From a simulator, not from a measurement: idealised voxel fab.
Process module heading - voxel transistor to metal
The cross-section shown here is cut; it is 205 nm wide and divided into square cells measuring 5 nm on a side.
Cross-section = grid of square cells, listed top down in bands; band = one or more rows. Per band: top height and bottom height in nm, followed by the left-to-right materials and their widths in nm; "everywhere" marks a single material spanning edge to edge, "air" marks empty space. We count height from 0. Below that, the starting wafer is all one material. The lowest band never ends at the bottom but goes on down; see "0 down" for how that is written. Think of "30->40" as a width that walks from the first number to the second as you go down the band, top row to bottom row, taking equal-sized steps from row to row. Step note "remained the same" = no cross-section cell changed. Closed-off voids of 8+ cells (no open route to the top) go in "Closed cavity list", written width x height at distance from the left edge, in nm. Whatever follows a step's settings on its line is a remark the simulator itself makes about that step. "overlay nm" answers the question of how far to the right of plan the mask lay on a step that has a mask, and when it is negative the answer is to the left. From here on the document is pairs. In a pair, the cross-section before one process step comes with the cross-section after it, and the latter goes no deeper than the lowest band that changed. What lies in between, the step and its settings, is written under the pair. A pair may be from a different run of this module on the same starting wafer than the pair above it, so it continues from that pair only where its entry headed "Pre-process cross-section" says so.

Pre-process cross-section:
140 to 120 = 55 of resist, then 15 of air, then 65 of resist, then 15 of air, then 55 of resist
120 to 105 = 55 of aC, then 15 of air, then 65 of aC, then 15 of air, then 55 of aC
105 to 85 = 55 of SiO2, then 15 of air, then 65 of SiO2, then 15 of air, then 55 of SiO2
85 to 75 = SiO2 everywhere
75 to 70 = SiCN everywhere
70 to 60 = SiO2 everywhere
60 to 55 = 50 of SiO2, then 25 of SiCN, then 55 of SiO2, then 25 of SiCN, then 50 of SiO2
55 to 40 = 50 of SiO2, then 5 of SiCN, then 15 of W, then 5 of SiCN, then 55 of SiO2, then 5 of SiCN, then 15 of W, then 5 of SiCN, then 50 of SiO2
40 to 35 = 55 of SiCN, then 15 of TiN, then 65 of SiCN, then 15 of TiN, then 55 of SiCN
35 to 20 = 55 of SiO2, then 5 of TiN, then 5 of W, then 5 of TiN, then 65 of SiO2, then 5 of TiN, then 5 of W, then 5 of TiN, then 55 of SiO2
20 to 5 = 55 of SiO2, then 5 of TiN, then 5 of W, then 5 of TiN, then 10 of SiO2, then 10 of SiN, then 5 of HfO2, then 5 of TiN, then 5 of W, then 5 of TiN, then 5 of HfO2, then 10 of SiN, then 10 of SiO2, then 5 of TiN, then 5 of W, then 5 of TiN, then 55 of SiO2
5 to 0 = 55 of SiO2, then 15 of TiN, then 10 of SiO2, then 10 of SiN, then 5 of HfO2, then 15 of TiN, then 5 of HfO2, then 10 of SiN, then 10 of SiO2, then 15 of TiN, then 55 of SiO2
0 to -5 = 50 of SiO2, then 30 of nSi, then 5 of SiO2, then 35 of HfO2, then 5 of SiO2, then 30 of nSi, then 50 of SiO2
-5 to -35 = 55 of SiO2, then 95 of Si, then 55 of SiO2
-35 down = Si everywhere
Closed cavity list: none

Sectional Result:
120 to 105 = 55 of aC, then 15 of air, then 65 of aC, then 15 of air, then 55 of aC
Under 105: no change, same as before.
Closed cavity list: none
The structure goes from the before cross-section above to the after cross-section through STRIP with etch materials resist

Pre-process cross-section: check the pair just above; its after cross-section is our before state.

Sectional Result:
120 to 105 = 55 of aC, then 15 of air, then 65 of aC, then 15 of air, then 55 of aC
105 to 75 = 55 of SiO2, then 15 of air, then 65 of SiO2, then 15 of air, then 55 of SiO2
Under 75: no change, same as before.
Closed cavity list: none
The structure goes from the before cross-section above to the after cross-section through DIRECTIONAL_ETCH with etch materials SiO2, depth nm 10

Pre-process cross-section: check the pair just above; its after cross-section is our before state.

Sectional Result:
120 to 105 = 55 of aC, then 15 of air, then 65 of aC, then 15 of air, then 55 of aC
105 to 75 = 55 of SiO2, then 15 of air, then 65 of SiO2, then 15 of air, then 55 of SiO2
75 to 70 = 55 of SiCN, then 15 of air, then 65 of SiCN, then 15 of air, then 55 of SiCN
Under 70: no change, same as before.
Closed cavity list: none
The structure goes from the before cross-section above to the after cross-section through DIRECTIONAL_ETCH with etch materials SiCN, depth nm 5

Pre-process cross-section: check the pair just above; its after cross-section is our before state.

Sectional Result:
105 to 75 = 55 of SiO2, then 15 of air, then 65 of SiO2, then 15 of air, then 55 of SiO2
Under 75: no change, same as before.
Closed cavity list: none
The structure goes from the before cross-section above to the after cross-section through STRIP with etch materials aC

Pre-process cross-section: check the pair just above; its after cross-section is our before state.

Sectional Result:
110 to 105 = 60 of TiN, then 5 of air, then 75 of TiN, then 5 of air, then 60 of TiN
105 to 75 = 55 of SiO2, then 5 of TiN, then 5 of air, then 5 of TiN, then 65 of SiO2, then 5 of TiN, then 5 of air, then 5 of TiN, then 55 of SiO2
75 to 70 = 55 of SiCN, then 15 of TiN, then 65 of SiCN, then 15 of TiN, then 55 of SiCN
Under 70: no change, same as before.
Closed cavity list: none
The structure goes from the before cross-section above to the after cross-section through CONFORMAL_DEP with material TiN, thk nm 5

Pre-process cross-section: check the pair just above; its after cross-section is our before state.

Sectional Result:
115 to 110 = Cu everywhere
110 to 105 = 60 of TiN, then 5 of Cu, then 75 of TiN, then 5 of Cu, then 60 of TiN
105 to 75 = 55 of SiO2, then 5 of TiN, then 5 of Cu, then 5 of TiN, then 65 of SiO2, then 5 of TiN, then 5 of Cu, then 5 of TiN, then 55 of SiO2
Under 75: no change, same as before.
Closed cavity list: none
The structure goes from the before cross-section above to the after cross-section through FILL_DEP with material Cu, thk nm 5

Pre-process cross-section: check the pair just above; its after cross-section is our before state.

Sectional Result:
90 to 75 = 55 of SiO2, then 5 of TiN, then 5 of Cu, then 5 of TiN, then 65 of SiO2, then 5 of TiN, then 5 of Cu, then 5 of TiN, then 55 of SiO2
Under 75: no change, same as before.
Closed cavity list: none
The structure goes from the before cross-section above to the after cross-section through CMP with height nm 90

Pre-process cross-section: check the pair just above; its after cross-section is our before state.

Sectional Result:
95 to 90 = SiCN everywhere
Under 90: no change, same as before.
Closed cavity list: none
The structure goes from the before cross-section above to the after cross-section through CONFORMAL_DEP with material SiCN, thk nm 5

Pre-process cross-section:
20 to 5 = 50 of air, then 105 of SiN, then 50 of air
5 to 0 = SiO2 everywhere
0 to -35 = 55 of SiO2, then 95 of Si, then 55 of SiO2
-35 down = Si everywhere
Closed cavity list: none

Sectional Result:
20 to 5 = 50 of air, then 105 of SiN, then 50 of air
5 to 0 = 65 of air, then 75 of SiO2, then 65 of air
0 to -10 = 55 of air, then 95 of Si, then 55 of air
Under -10: no change, same as before.
Closed cavity list: none
The structure goes from the before cross-section above to the after cross-section through SELECTIVE_ETCH with etch materials SiO2, depth nm 15

Pre-process cross-section: check the pair just above; its after cross-section is our before state.

Sectional Result:
5 to 0 = 65 of air, then 75 of SiO2, then 65 of air
Under 0: no change, same as before.
Closed cavity list: none
The structure goes from the before cross-section above to the after cross-section through STRIP with etch materials SiN

Pre-process cross-section: check the pair just above; its after cross-section is our before state.

Sectional Result:
0 to -15 = 55 of air, then 95 of Si, then 55 of air
Under -15: no change, same as before.
Closed cavity list: none
The structure goes from the before cross-section above to the after cross-section through SELECTIVE_ETCH with etch materials SiO2, depth nm 5

Pre-process cross-section: check the pair just above; its after cross-section is our before state.

Sectional Result:
0 to -5 = 55 of air, then 95 of SiO2, then 55 of air
-5 to -15 = 55 of air, then 5 of SiO2, then 85 of Si, then 5 of SiO2, then 55 of air
-15 to -20 = 60 of SiO2, then 85 of Si, then 60 of SiO2
Under -20: no change, same as before.
Closed cavity list: none
The structure goes from the before cross-section above to the after cross-section through OXIDIZE with depth nm 5

Pre-process cross-section: check the pair just above; its after cross-section is our before state.

Sectional Result:
25 to 10 = 55 of air, then 95 of polySi, then 55 of air
10 to 0 = polySi everywhere
0 to -5 = 55 of polySi, then 95 of SiO2, then 55 of polySi
-5 to -15 = 55 of polySi, then 5 of SiO2, then 85 of Si, then 5 of SiO2, then 55 of polySi
Under -15: no change, same as before.
Closed cavity list: none
The structure goes from the before cross-section above to the after cross-section through DIRECTIONAL_DEP with material polySi, thk nm 25

Pre-process cross-section: check the pair just above; its after cross-section is our before state.

Sectional Result:
35 to 25 = 55 of air, then 95 of SiCN, then 55 of air
25 to 20 = 55 of air, then 95 of polySi, then 55 of air
20 to 10 = 55 of SiCN, then 95 of polySi, then 55 of SiCN
Under 10: no change, same as before.
Closed cavity list: none
The structure goes from the before cross-section above to the after cross-section through DIRECTIONAL_DEP with material SiCN, thk nm 10

Pre-process cross-section: check the pair just above; its after cross-section is our before state.

Sectional Result:
50 to 35 = 90 of air, then 25 of resist, then 90 of air
Under 35: no change, same as before.
Closed cavity list: none
The structure goes from the before cross-section above to the after cross-section through PATTERN with tone cover, mask id GATE, material resist, width nm 25, thk nm 15, overlay nm 0

Pre-process cross-section: check the pair just above; its after cross-section is our before state.

Sectional Result:
50 to 35 = 90 of air, then 25 of resist, then 90 of air
35 to 25 = 90 of air, then 25 of SiCN, then 90 of air
25 to 10 = 55 of air, then 95 of polySi, then 55 of air
Under 10: no change, same as before.
Closed cavity list: none
The structure goes from the before cross-section above to the after cross-section through DIRECTIONAL_ETCH with etch materials SiCN, depth nm 20

Pre-process cross-section: check the pair just above; its after cross-section is our before state.

Sectional Result:
50 to 35 = 90 of air, then 25 of resist, then 90 of air
35 to 25 = 90 of air, then 25 of SiCN, then 90 of air
25 to 0 = 90 of air, then 25 of polySi, then 90 of air
0 to -5 = 55 of air, then 95 of SiO2, then 55 of air
-5 to -15 = 55 of air, then 5 of SiO2, then 85 of Si, then 5 of SiO2, then 55 of air
Under -15: no change, same as before.
Closed cavity list: none
The structure goes from the before cross-section above to the after cross-section through DIRECTIONAL_ETCH with etch materials polySi, depth nm 35

Pre-process cross-section: check the pair just above; its after cross-section is our before state.

Sectional Result:
35 to 25 = 90 of air, then 25 of SiCN, then 90 of air
Under 25: no change, same as before.
Closed cavity list: none
The structure goes from the before cross-section above to the after cross-section through STRIP with etch materials resist

Pre-process cross-section: check the pair just above; its after cross-section is our before state.

Sectional Result:
45 to 35 = 80 of air, then 45 of SiN, then 80 of air
35 to 25 = 80 of air, then 10 of SiN, then 25 of SiCN, then 10 of SiN, then 80 of air
25 to 10 = 80 of air, then 10 of SiN, then 25 of polySi, then 10 of SiN, then 80 of air
10 to 0 = 45 of air, then 45 of SiN, then 25 of polySi, then 45 of SiN, then 45 of air
0 to -5 = 45 of air, then 10 of SiN, then 95 of SiO2, then 10 of SiN, then 45 of air
-5 to -15 = 55 of SiN, then 5 of SiO2, then 85 of Si, then 5 of SiO2, then 55 of SiN
Under -15: no change, same as before.
Closed cavity list: none
The structure goes from the before cross-section above to the after cross-section through CONFORMAL_DEP with material SiN, thk nm 10

Pre-process cross-section: check the pair just above; its after cross-section is our before state.

Sectional Result:
35 to 25 = 80 of air, then 10 of SiN, then 25 of SiCN, then 10 of SiN, then 80 of air
25 to 0 = 80 of air, then 10 of SiN, then 25 of polySi, then 10 of SiN, then 80 of air
0 to -5 = 45 of air, then 10 of SiN, then 95 of SiO2, then 10 of SiN, then 45 of air
-5 to -15 = 45 of air, then 10 of SiN, then 5 of SiO2, then 85 of Si, then 5 of SiO2, then 10 of SiN, then 45 of air
Under -15: no change, same as before.
Closed cavity list: none
The structure goes from the before cross-section above to the after cross-section through DIRECTIONAL_ETCH with etch materials SiN, depth nm 10

Pre-process cross-section: check the pair just above; its after cross-section is our before state.

Sectional Result:
35 to 25 = 80 of air, then 10 of SiN, then 25 of SiCN, then 10 of SiN, then 80 of air
25 to 0 = 80 of air, then 10 of SiN, then 25 of polySi, then 10 of SiN, then 80 of air
0 to -5 = 45 of air, then 10 of SiN, then 25 of air, then 45 of SiO2, then 25 of air, then 10 of SiN, then 45 of air
-5 to -15 = 45 of air, then 10 of SiN, then 5 of SiO2, then 85 of Si, then 5 of SiO2, then 10 of SiN, then 45 of air
-15 to -20 = 45 of air, then 15 of SiO2, then 85 of Si, then 15 of SiO2, then 45 of air
Under -20: no change, same as before.
Closed cavity list: none
The structure goes from the before cross-section above to the after cross-section through DIRECTIONAL_ETCH with etch materials SiO2, depth nm 5

Pre-process cross-section: check the pair just above; its after cross-section is our before state.

Sectional Result:
35 to 25 = 80 of air, then 10 of SiN, then 25 of SiCN, then 10 of SiN, then 80 of air
25 to 0 = 80 of air, then 10 of SiN, then 25 of polySi, then 10 of SiN, then 80 of air
0 to -5 = 45 of air, then 10 of SiN, then 25 of nSi, then 45 of SiO2, then 25 of nSi, then 10 of SiN, then 45 of air
Under -5: no change, same as before.
Closed cavity list: none
The structure goes from the before cross-section above to the after cross-section through EPI with material nSi, thk nm 5

Pre-process cross-section: check the pair just above; its after cross-section is our before state.

Sectional Result:
45 to 35 = SiO2 everywhere
35 to 25 = 80 of SiO2, then 10 of SiN, then 25 of SiCN, then 10 of SiN, then 80 of SiO2
25 to 0 = 80 of SiO2, then 10 of SiN, then 25 of polySi, then 10 of SiN, then 80 of SiO2
0 to -5 = 45 of SiO2, then 10 of SiN, then 25 of nSi, then 45 of SiO2, then 25 of nSi, then 10 of SiN, then 45 of SiO2
-5 to -15 = 45 of SiO2, then 10 of SiN, then 5 of SiO2, then 85 of Si, then 5 of SiO2, then 10 of SiN, then 45 of SiO2
-15 to -20 = 60 of SiO2, then 85 of Si, then 60 of SiO2
Under -20: no change, same as before.
Closed cavity list: none
The structure goes from the before cross-section above to the after cross-section through FILL_DEP with material SiO2, thk nm 10

Pre-process cross-section: check the pair just above; its after cross-section is our before state.

Sectional Result:
25 to 0 = 80 of SiO2, then 10 of SiN, then 25 of polySi, then 10 of SiN, then 80 of SiO2
Under 0: no change, same as before.
Closed cavity list: none
The structure goes from the before cross-section above to the after cross-section through CMP with height nm 25

Pre-process cross-section: check the pair just above; its after cross-section is our before state.

Sectional Result:
25 to 0 = 80 of SiO2, then 10 of SiN, then 25 of air, then 10 of SiN, then 80 of SiO2
Under 0: no change, same as before.
Closed cavity list: none
The structure goes from the before cross-section above to the after cross-section through STRIP with etch materials polySi

Pre-process cross-section: check the pair just above; its after cross-section is our before state.

Sectional Result:
25 to 20 = 80 of air, then 10 of SiN, then 25 of air, then 10 of SiN, then 80 of air
20 to 0 = 80 of SiO2, then 10 of SiN, then 25 of air, then 10 of SiN, then 80 of SiO2
0 to -5 = 45 of SiO2, then 10 of SiN, then 25 of nSi, then 5 of SiO2, then 35 of air, then 5 of SiO2, then 25 of nSi, then 10 of SiN, then 45 of SiO2
Under -5: no change, same as before.
Closed cavity list: none
The structure goes from the before cross-section above to the after cross-section through SELECTIVE_ETCH with etch materials SiO2, depth nm 5

Pre-process cross-section: check the pair just above; its after cross-section is our before state.

Sectional Result:
30 to 25 = 75 of air, then 20 of HfO2, then 15 of air, then 20 of HfO2, then 75 of air
25 to 20 = 80 of HfO2, then 10 of SiN, then 5 of HfO2, then 15 of air, then 5 of HfO2, then 10 of SiN, then 80 of HfO2
20 to 0 = 80 of SiO2, then 10 of SiN, then 5 of HfO2, then 15 of air, then 5 of HfO2, then 10 of SiN, then 80 of SiO2
0 to -5 = 45 of SiO2, then 10 of SiN, then 25 of nSi, then 5 of SiO2, then 35 of HfO2, then 5 of SiO2, then 25 of nSi, then 10 of SiN, then 45 of SiO2
Under -5: no change, same as before.
Closed cavity list: none
The structure goes from the before cross-section above to the after cross-section through CONFORMAL_DEP with material HfO2, thk nm 5

Pre-process cross-section: check the pair just above; its after cross-section is our before state.

Sectional Result:
35 to 30 = 70 of air, then 30 of TiN, then 5 of air, then 30 of TiN, then 70 of air
30 to 25 = 75 of TiN, then 20 of HfO2, then 5 of TiN, then 5 of air, then 5 of TiN, then 20 of HfO2, then 75 of TiN
25 to 20 = 80 of HfO2, then 10 of SiN, then 5 of HfO2, then 5 of TiN, then 5 of air, then 5 of TiN, then 5 of HfO2, then 10 of SiN, then 80 of HfO2
20 to 5 = 80 of SiO2, then 10 of SiN, then 5 of HfO2, then 5 of TiN, then 5 of air, then 5 of TiN, then 5 of HfO2, then 10 of SiN, then 80 of SiO2
5 to 0 = 80 of SiO2, then 10 of SiN, then 5 of HfO2, then 15 of TiN, then 5 of HfO2, then 10 of SiN, then 80 of SiO2
Under 0: no change, same as before.
Closed cavity list: none
The structure goes from the before cross-section above to the after cross-section through CONFORMAL_DEP with material TiN, thk nm 5

Pre-process cross-section: check the pair just above; its after cross-section is our before state.

Sectional Result:
45 to 35 = W everywhere
35 to 30 = 70 of W, then 30 of TiN, then 5 of W, then 30 of TiN, then 70 of W
30 to 25 = 75 of TiN, then 20 of HfO2, then 5 of TiN, then 5 of W, then 5 of TiN, then 20 of HfO2, then 75 of TiN
25 to 20 = 80 of HfO2, then 10 of SiN, then 5 of HfO2, then 5 of TiN, then 5 of W, then 5 of TiN, then 5 of HfO2, then 10 of SiN, then 80 of HfO2
20 to 5 = 80 of SiO2, then 10 of SiN, then 5 of HfO2, then 5 of TiN, then 5 of W, then 5 of TiN, then 5 of HfO2, then 10 of SiN, then 80 of SiO2
Under 5: no change, same as before.
Closed cavity list: none
The structure goes from the before cross-section above to the after cross-section through FILL_DEP with material W, thk nm 10

Pre-process cross-section: check the pair just above; its after cross-section is our before state.

Sectional Result:
20 to 5 = 80 of SiO2, then 10 of SiN, then 5 of HfO2, then 5 of TiN, then 5 of W, then 5 of TiN, then 5 of HfO2, then 10 of SiN, then 80 of SiO2
Under 5: no change, same as before.
Closed cavity list: none
The structure goes from the before cross-section above to the after cross-section through CMP with height nm 20

Pre-process cross-section: check the pair just above; its after cross-section is our before state.

Sectional Result:
35 to 20 = SiO2 everywhere
Under 20: no change, same as before.
Closed cavity list: none
The structure goes from the before cross-section above to the after cross-section through DIRECTIONAL_DEP with material SiO2, thk nm 15

Pre-process cross-section: check the pair just above; its after cross-section is our before state.

Sectional Result:
35 to 20 = 55 of SiO2, then 15 of air, then 65 of SiO2, then 15 of air, then 55 of SiO2
20 to 5 = 55 of SiO2, then 15 of air, then 10 of SiO2, then 10 of SiN, then 5 of HfO2, then 5 of TiN, then 5 of W, then 5 of TiN, then 5 of HfO2, then 10 of SiN, then 10 of SiO2, then 15 of air, then 55 of SiO2
5 to 0 = 55 of SiO2, then 15 of air, then 10 of SiO2, then 10 of SiN, then 5 of HfO2, then 15 of TiN, then 5 of HfO2, then 10 of SiN, then 10 of SiO2, then 15 of air, then 55 of SiO2
Under 0: no change, same as before.
Closed cavity list: none
The structure goes from the before cross-section above to the after cross-section through MASKED_ETCH with tone open, mask id CONTACT, width nm 15, pitch nm 80, etch materials SiO2, depth nm 35, overlay nm 0

Pre-process cross-section: check the pair just above; its after cross-section is our before state.

Sectional Result:
40 to 35 = 60 of TiN, then 5 of air, then 75 of TiN, then 5 of air, then 60 of TiN
35 to 20 = 55 of SiO2, then 5 of TiN, then 5 of air, then 5 of TiN, then 65 of SiO2, then 5 of TiN, then 5 of air, then 5 of TiN, then 55 of SiO2
20 to 5 = 55 of SiO2, then 5 of TiN, then 5 of air, then 5 of TiN, then 10 of SiO2, then 10 of SiN, then 5 of HfO2, then 5 of TiN, then 5 of W, then 5 of TiN, then 5 of HfO2, then 10 of SiN, then 10 of SiO2, then 5 of TiN, then 5 of air, then 5 of TiN, then 55 of SiO2
5 to 0 = 55 of SiO2, then 15 of TiN, then 10 of SiO2, then 10 of SiN, then 5 of HfO2, then 15 of TiN, then 5 of HfO2, then 10 of SiN, then 10 of SiO2, then 15 of TiN, then 55 of SiO2
Under 0: no change, same as before.
Closed cavity list: none
The structure goes from the before cross-section above to the after cross-section through CONFORMAL_DEP with material TiN, thk nm 5

Pre-process cross-section: check the pair just above; its after cross-section is our before state.

Sectional Result:
45 to 40 = W everywhere
40 to 35 = 60 of TiN, then 5 of W, then 75 of TiN, then 5 of W, then 60 of TiN
35 to 20 = 55 of SiO2, then 5 of TiN, then 5 of W, then 5 of TiN, then 65 of SiO2, then 5 of TiN, then 5 of W, then 5 of TiN, then 55 of SiO2
20 to 5 = 55 of SiO2, then 5 of TiN, then 5 of W, then 5 of TiN, then 10 of SiO2, then 10 of SiN, then 5 of HfO2, then 5 of TiN, then 5 of W, then 5 of TiN, then 5 of HfO2, then 10 of SiN, then 10 of SiO2, then 5 of TiN, then 5 of W, then 5 of TiN, then 55 of SiO2
Under 5: no change, same as before.
Closed cavity list: none
The structure goes from the before cross-section above to the after cross-section through FILL_DEP with material W, thk nm 5

Pre-process cross-section: check the pair just above; its after cross-section is our before state.

Sectional Result:
35 to 20 = 55 of SiO2, then 5 of TiN, then 5 of W, then 5 of TiN, then 65 of SiO2, then 5 of TiN, then 5 of W, then 5 of TiN, then 55 of SiO2
Under 20: no change, same as before.
Closed cavity list: none
The structure goes from the before cross-section above to the after cross-section through CMP with height nm 35

Pre-process cross-section: check the pair just above; its after cross-section is our before state.

Sectional Result:
40 to 35 = TiN everywhere
Under 35: no change, same as before.
Closed cavity list: none
The structure goes from the before cross-section above to the after cross-section through DIRECTIONAL_DEP with material TiN, thk nm 5

Pre-process cross-section: check the pair just above; its after cross-section is our before state.

Sectional Result:
55 to 40 = W everywhere
Under 40: no change, same as before.
Closed cavity list: none
The structure goes from the before cross-section above to the after cross-section through DIRECTIONAL_DEP with material W, thk nm 15

Pre-process cross-section: check the pair just above; its after cross-section is our before state.

Sectional Result:
65 to 55 = aC everywhere
Under 55: no change, same as before.
Closed cavity list: none
The structure goes from the before cross-section above to the after cross-section through DIRECTIONAL_DEP with material aC, thk nm 10

Pre-process cross-section: check the pair just above; its after cross-section is our before state.

Sectional Result:
90 to 65 = 55 of air, then 15 of resist, then 65 of air, then 15 of resist, then 55 of air
Under 65: no change, same as before.
Closed cavity list: none
The structure goes from the before cross-section above to the after cross-section through PATTERN with tone cover, mask id METAL_1, material resist, width nm 15, pitch nm 80, thk nm 25, overlay nm 0

Pre-process cross-section: check the pair just above; its after cross-section is our before state.

Sectional Result:
80 to 65 = 55 of air, then 15 of resist, then 65 of air, then 15 of resist, then 55 of air
65 to 55 = 55 of air, then 15 of aC, then 65 of air, then 15 of aC, then 55 of air
Under 55: no change, same as before.
Closed cavity list: none
The structure goes from the before cross-section above to the after cross-section through DIRECTIONAL_ETCH with etch materials aC, depth nm 10

Pre-process cross-section: check the pair just above; its after cross-section is our before state.

Sectional Result:
65 to 55 = 55 of air, then 15 of aC, then 65 of air, then 15 of aC, then 55 of air
Under 55: no change, same as before.
Closed cavity list: none
The structure goes from the before cross-section above to the after cross-section through STRIP with etch materials resist

Pre-process cross-section: check the pair just above; its after cross-section is our before state.

Sectional Result:
65 to 55 = 55 of air, then 15 of aC, then 65 of air, then 15 of aC, then 55 of air
55 to 40 = 55 of air, then 15 of W, then 65 of air, then 15 of W, then 55 of air
Under 40: no change, same as before.
Closed cavity list: none
The structure goes from the before cross-section above to the after cross-section through DIRECTIONAL_ETCH with etch materials W, depth nm 15

Pre-process cross-section: check the pair just above; its after cross-section is our before state.

Sectional Result:
65 to 55 = 55 of air, then 15 of aC, then 65 of air, then 15 of aC, then 55 of air
55 to 40 = 55 of air, then 15 of W, then 65 of air, then 15 of W, then 55 of air
40 to 35 = 55 of air, then 15 of TiN, then 65 of air, then 15 of TiN, then 55 of air
Under 35: no change, same as before.
Closed cavity list: none
The structure goes from the before cross-section above to the after cross-section through DIRECTIONAL_ETCH with etch materials TiN, depth nm 5

Pre-process cross-section: check the pair just above; its after cross-section is our before state.

Sectional Result:
55 to 40 = 55 of air, then 15 of W, then 65 of air, then 15 of W, then 55 of air
Under 40: no change, same as before.
Closed cavity list: none
The structure goes from the before cross-section above to the after cross-section through STRIP with etch materials aC

Pre-process cross-section: check the pair just above; its after cross-section is our before state.

Sectional Result:
60 to 55 = 50 of air, then 25 of SiCN, then 55 of air, then 25 of SiCN, then 50 of air
55 to 40 = 50 of air, then 5 of SiCN, then 15 of W, then 5 of SiCN, then 55 of air, then 5 of SiCN, then 15 of W, then 5 of SiCN, then 50 of air
40 to 35 = 55 of SiCN, then 15 of TiN, then 65 of SiCN, then 15 of TiN, then 55 of SiCN
Under 35: no change, same as before.
Closed cavity list: none
The structure goes from the before cross-section above to the after cross-section through CONFORMAL_DEP with material SiCN, thk nm 5

Pre-process cross-section: check the pair just above; its after cross-section is our before state.

Sectional Result:
70 to 60 = SiO2 everywhere
60 to 55 = 50 of SiO2, then 25 of SiCN, then 55 of SiO2, then 25 of SiCN, then 50 of SiO2
55 to 40 = 50 of SiO2, then 5 of SiCN, then 15 of W, then 5 of SiCN, then 55 of SiO2, then 5 of SiCN, then 15 of W, then 5 of SiCN, then 50 of SiO2
Under 40: no change, same as before.
Closed cavity list: none
The structure goes from the before cross-section above to the after cross-section through FILL_DEP with material SiO2, thk nm 10

Pre-process cross-section: check the pair just above; its after cross-section is our before state.

Sectional Result:
55 to 40 = 50 of SiO2, then 5 of SiCN, then 15 of W, then 5 of SiCN, then 55 of SiO2, then 5 of SiCN, then 15 of W, then 5 of SiCN, then 50 of SiO2
Under 40: no change, same as before.
Closed cavity list: none
The structure goes from the before cross-section above to the after cross-section through CMP with height nm 55

Pre-process cross-section: check the pair just above; its after cross-section is our before state.

Sectional Result:
60 to 55 = SiCN everywhere
Under 55: no change, same as before.
Closed cavity list: none
The structure goes from the before cross-section above to the after cross-section through CONFORMAL_DEP with material SiCN, thk nm 5

Pre-process cross-section: check the pair just above; its after cross-section is our before state.

Sectional Result:
90 to 60 = SiO2 everywhere
Under 60: no change, same as before.
Closed cavity list: none
The structure goes from the before cross-section above to the after cross-section through DIRECTIONAL_DEP with material SiO2, thk nm 30

Pre-process cross-section: check the pair just above; its after cross-section is our before state.

Sectional Result:
90 to 70 = 55 of SiO2, then 15 of air, then 65 of SiO2, then 15 of air, then 55 of SiO2
Under 70: no change, same as before.
Closed cavity list: none
The structure goes from the before cross-section above to the after cross-section through MASKED_ETCH with tone open, mask id METAL_2, width nm 15, pitch nm 80, etch materials SiO2, depth nm 20, overlay nm 0

Pre-process cross-section: check the pair just above; its after cross-section is our before state.

Sectional Result:
105 to 90 = 55 of aC, then 15 of air, then 65 of aC, then 15 of air, then 55 of aC
90 to 85 = 55 of SiO2, then 15 of air, then 65 of SiO2, then 15 of air, then 55 of SiO2
85 to 70 = 55 of SiO2, then 15 of aC, then 65 of SiO2, then 15 of aC, then 55 of SiO2
Under 70: no change, same as before.
Closed cavity list: none
The structure goes from the before cross-section above to the after cross-section through DIRECTIONAL_DEP with material aC, thk nm 15

Pre-process cross-section: check the pair just above; its after cross-section is our before state.

Sectional Result:
140 to 105 = 55 of resist, then 15 of air, then 65 of resist, then 15 of air, then 55 of resist
Under 105: no change, same as before.
Closed cavity list: none
The structure goes from the before cross-section above to the after cross-section through PATTERN with tone open, mask id METAL_2_HOLES, material resist, width nm 15, pitch nm 80, thk nm 35, overlay nm 0

Pre-process cross-section: check the pair just above; its after cross-section is our before state.

Sectional Result:
125 to 105 = 55 of resist, then 15 of air, then 65 of resist, then 15 of air, then 55 of resist
105 to 90 = 55 of aC, then 15 of air, then 65 of aC, then 15 of air, then 55 of aC
90 to 70 = 55 of SiO2, then 15 of air, then 65 of SiO2, then 15 of air, then 55 of SiO2
Under 70: no change, same as before.
Closed cavity list: none
The structure goes from the before cross-section above to the after cross-section through DIRECTIONAL_ETCH with etch materials aC, depth nm 15

Pre-process cross-section: check the pair just above; its after cross-section is our before state.

Sectional Result:
105 to 90 = 55 of aC, then 15 of air, then 65 of aC, then 15 of air, then 55 of aC
Under 90: no change, same as before.
Closed cavity list: none
The structure goes from the before cross-section above to the after cross-section through STRIP with etch materials resist

Pre-process cross-section: check the pair just above; its after cross-section is our before state.

Sectional Result:
105 to 90 = 55 of aC, then 15 of air, then 65 of aC, then 15 of air, then 55 of aC
90 to 60 = 55 of SiO2, then 15 of air, then 65 of SiO2, then 15 of air, then 55 of SiO2
Under 60: no change, same as before.
Closed cavity list: none
The structure goes from the before cross-section above to the after cross-section through DIRECTIONAL_ETCH with etch materials SiO2, depth nm 10

Pre-process cross-section: check the pair just above; its after cross-section is our before state.

Sectional Result:
105 to 90 = 55 of aC, then 15 of air, then 65 of aC, then 15 of air, then 55 of aC
90 to 60 = 55 of SiO2, then 15 of air, then 65 of SiO2, then 15 of air, then 55 of SiO2
60 to 55 = 55 of SiCN, then 15 of air, then 65 of SiCN, then 15 of air, then 55 of SiCN
Under 55: no change, same as before.
Closed cavity list: none
The structure goes from the before cross-section above to the after cross-section through DIRECTIONAL_ETCH with etch materials SiCN, depth nm 5

Pre-process cross-section: check the pair just above; its after cross-section is our before state.

Sectional Result:
90 to 60 = 55 of SiO2, then 15 of air, then 65 of SiO2, then 15 of air, then 55 of SiO2
Under 60: no change, same as before.
Closed cavity list: none
The structure goes from the before cross-section above to the after cross-section through STRIP with etch materials aC

Pre-process cross-section: check the pair just above; its after cross-section is our before state.

Sectional Result:
95 to 90 = 60 of TiN, then 5 of air, then 75 of TiN, then 5 of air, then 60 of TiN
90 to 60 = 55 of SiO2, then 5 of TiN, then 5 of air, then 5 of TiN, then 65 of SiO2, then 5 of TiN, then 5 of air, then 5 of TiN, then 55 of SiO2
60 to 55 = 55 of SiCN, then 15 of TiN, then 65 of SiCN, then 15 of TiN, then 55 of SiCN
Under 55: no change, same as before.
Closed cavity list: none
The structure goes from the before cross-section above to the after cross-section through CONFORMAL_DEP with material TiN, thk nm 5

Pre-process cross-section: check the pair just above; its after cross-section is our before state.

Sectional Result:
100 to 95 = Cu everywhere
95 to 90 = 60 of TiN, then 5 of Cu, then 75 of TiN, then 5 of Cu, then 60 of TiN
90 to 60 = 55 of SiO2, then 5 of TiN, then 5 of Cu, then 5 of TiN, then 65 of SiO2, then 5 of TiN, then 5 of Cu, then 5 of TiN, then 55 of SiO2
Under 60: no change, same as before.
Closed cavity list: none
The structure goes from the before cross-section above to the after cross-section through FILL_DEP with material Cu, thk nm 5

Pre-process cross-section: check the pair just above; its after cross-section is our before state.

Sectional Result:
90 to 60 = 55 of SiO2, then 5 of TiN, then 5 of Cu, then 5 of TiN, then 65 of SiO2, then 5 of TiN, then 5 of Cu, then 5 of TiN, then 55 of SiO2
Under 60: no change, same as before.
Closed cavity list: none
The structure goes from the before cross-section above to the after cross-section through CMP with height nm 90

Pre-process cross-section: check the pair just above; its after cross-section is our before state.

Sectional Result:
95 to 90 = SiCN everywhere
Under 90: no change, same as before.
Closed cavity list: none
The structure goes from the before cross-section above to the after cross-section through CONFORMAL_DEP with material SiCN, thk nm 5
